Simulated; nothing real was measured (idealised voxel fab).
process module | voxel ribs on slabs
cross-section cut | 270 nm wide | cells 5 nm
A cross-section is a grid of square cells, given in bands from the top down. A band is one or more rows of cells.
Each band's line starts with the height of the band's top and of its bottom, in nm. Then come its materials from left to right, each with its width in nm. One material with "throughout" fills the band from edge to edge. "air" is empty space.
Height 0 is the level under which the wafer as received is all one material. The lowest band goes on downwards, as in "0 down".
A width such as "30 to 40" changes by the same amount from each row of cells to the next, from the band's top row to its bottom row.
"no change" after a step means that no cell of the cross-section changed.
closed voids: empty space of 8 cells or more with no open way to the top, each as width x height at its distance from the left edge, in nm
after a step's settings: what the simulator itself notes on the step
overlay nm, on a step with a mask: how far to the right of its planned place the mask lay; to the left if negative
plan
1 op RECEIVE | material Si
2 op DIRECTIONAL_DEP | material SiO2 | thk nm 30
3 op DIRECTIONAL_DEP | material polySi | thk nm 25
4 op MASKED_ETCH | tone cover | mask id RIB | width nm 20 | etch materials polySi | depth nm 20 | overlay nm 0
5 op PATTERN | tone cover | mask id SLAB | material resist | width nm 70 | thk nm 20 | overlay nm 0
6 op DIRECTIONAL_ETCH | etch materials polySi | depth nm 5
7 op STRIP | etch materials resist
8 op FILL_DEP | material SiO2 | thk nm 20
9 op CMP | height nm 65
10 op DIRECTIONAL_DEP | material TiN | thk nm 10
11 op DIRECTIONAL_DEP | material aC | thk nm 10
12 op PATTERN | tone cover | mask id HEATER | material resist | width nm 30 | thk nm 30 | overlay nm 0
13 op DIRECTIONAL_ETCH | etch materials aC | depth nm 10
14 op STRIP | etch materials resist
15 op DIRECTIONAL_ETCH | etch materials TiN | depth nm 10
16 op STRIP | etch materials aC
17 op CONFORMAL_DEP | material SiO2 | thk nm 10
as received, after step 1
  0 down: Si throughout
  closed voids: none
first wafer at the end, as planned
  85 to 75: air 110 | SiO2 50 | air 110
  75 to 65: SiO2 120 | TiN 30 | SiO2 120
  65 to 55: SiO2 throughout
  55 to 35: SiO2 125 | polySi 20 | SiO2 125
  35 to 30: SiO2 100 | polySi 70 | SiO2 100
  30 to 0: SiO2 throughout
  0 down: Si throughout
  closed voids: none
second wafer at the end: like start, like plan, one mistake
  75 to 65: air 120 | TiN 30 | air 120
  65 to 55: SiO2 throughout
  55 to 35: SiO2 125 | polySi 20 | SiO2 125
  35 to 30: SiO2 100 | polySi 70 | SiO2 100
  30 to 0: SiO2 throughout
  0 down: Si throughout
  closed voids: none
what went wrong: step 17 was left out
at the end the second wafer has, in cells: 116 fewer of SiO2
